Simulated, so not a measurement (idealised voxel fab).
Proc. module: voxel self aligned contacts
Cross-section cut spans 175 nm and uses square cells 5 nm in size.
Just so we're on the same page, the cross-sections are grids of square cells, and they're listed out in bands top to bottom, each band one or more rows deep.
In this notation a band is specified by the heights of its top and bottom, in that order and in nm, after which its materials appear from left to right, each paired with its width in nm. The word "throughout" attached to a single material means that material fills the band from edge to edge; the word "blank" stands for empty space.
The reference from which all heights are counted is 0, the level beneath which the as-received wafer is entirely one material; the lowest band, having no lower bound, proceeds downward and is written after the example "top 0, no bottom".
Width: "30 to 40" (first number = top row, second number = bottom row, same change from row to row of cells).
You'll sometimes find "changes: none" written for a step, and that's the way of saying that nowhere in the cross-section did a cell change during that step.
"Enclosed void entries" specifies each empty space that is not open to the top and that occupies no fewer than 8 cells, using the form width x height at distance, the distance measured from the left edge and all three quantities in nm.
If you see something after the settings on a step's line, that's the simulator's own remark about that step.
On any step carrying a mask, the "overlay nm" setting, if present on the step's line, tells how far right of its planned place the mask lay; negative values point to the left.

Process steps (planned):
step 1: RECEIVE with material Si
step 2: CONFORMAL_DEP with material SiO2, thk nm 5
step 3: DIRECTIONAL_DEP with material polySi, thk nm 25
step 4: DIRECTIONAL_DEP with material SiN, thk nm 15
step 5: DIRECTIONAL_DEP with material aC, thk nm 10
step 6: PATTERN with tone cover, mask id GATE, material resist, width nm 30, pitch nm 60, thk nm 30, overlay nm 0
step 7: DIRECTIONAL_ETCH with etch materials aC, depth nm 10
step 8: STRIP with etch materials resist
step 9: DIRECTIONAL_ETCH with etch materials SiN, depth nm 15
step 10: DIRECTIONAL_ETCH with etch materials polySi, depth nm 25
step 11: STRIP with etch materials aC
step 12: CONFORMAL_DEP with material SiN, thk nm 5
step 13: DIRECTIONAL_ETCH with etch materials SiN, depth nm 5
step 14: FILL_DEP with material SiO2, thk nm 15
step 15: CMP with height nm 55
step 16: DIRECTIONAL_DEP with material aC, thk nm 10
step 17: PATTERN with tone open, mask id CONTACT, material resist, width nm 40, thk nm 30, overlay nm 0
step 18: DIRECTIONAL_ETCH with etch materials aC, depth nm 10
step 19: STRIP with etch materials resist
step 20: DIRECTIONAL_ETCH with etch materials SiO2, depth nm 55
step 21: STRIP with etch materials aC
step 22: CONFORMAL_DEP with material TiN, thk nm 5
step 23: FILL_DEP with material Ru, thk nm 5
step 24: CMP with height nm 55
step 25: CONFORMAL_DEP with material SiCN, thk nm 5

So this is the incoming wafer in cross-section - it's already been through step 1:
> top 0, no bottom  Si throughout
> Enclosed void entries: none

Below is the wafer in cross-section after the module was completed. It began from the starting point shown above and followed the plan shown above, except that one mistake was made while running it:
> top 60, bottom 55  SiCN throughout
> top 55, bottom 45  SiO2=65 | TiN=5 to 20 | Ru=30 to 10 | TiN=5 to 10 | SiO2=70
> top 45, bottom 30  SiO2=40 | SiN=40 | TiN=5 | Ru=10 | TiN=5 | SiN=40 | SiO2=35
> top 30, bottom 5  SiO2=40 | SiN=5 | polySi=30 | SiN=5 | TiN=5 | Ru=10 | TiN=5 | SiN=5 | polySi=30 | SiN=5 | SiO2=35
> top 5, bottom 0  SiO2=80 | TiN=20 | SiO2=75
> top 0, no bottom  Si throughout
> Enclosed void entries: none
What went wrong in running the wafer? step 6 off recipe, ran as PATTERN with tone cover, mask id GATE, material resist, width nm 30, pitch nm 60, thk nm 30, overlay nm 5
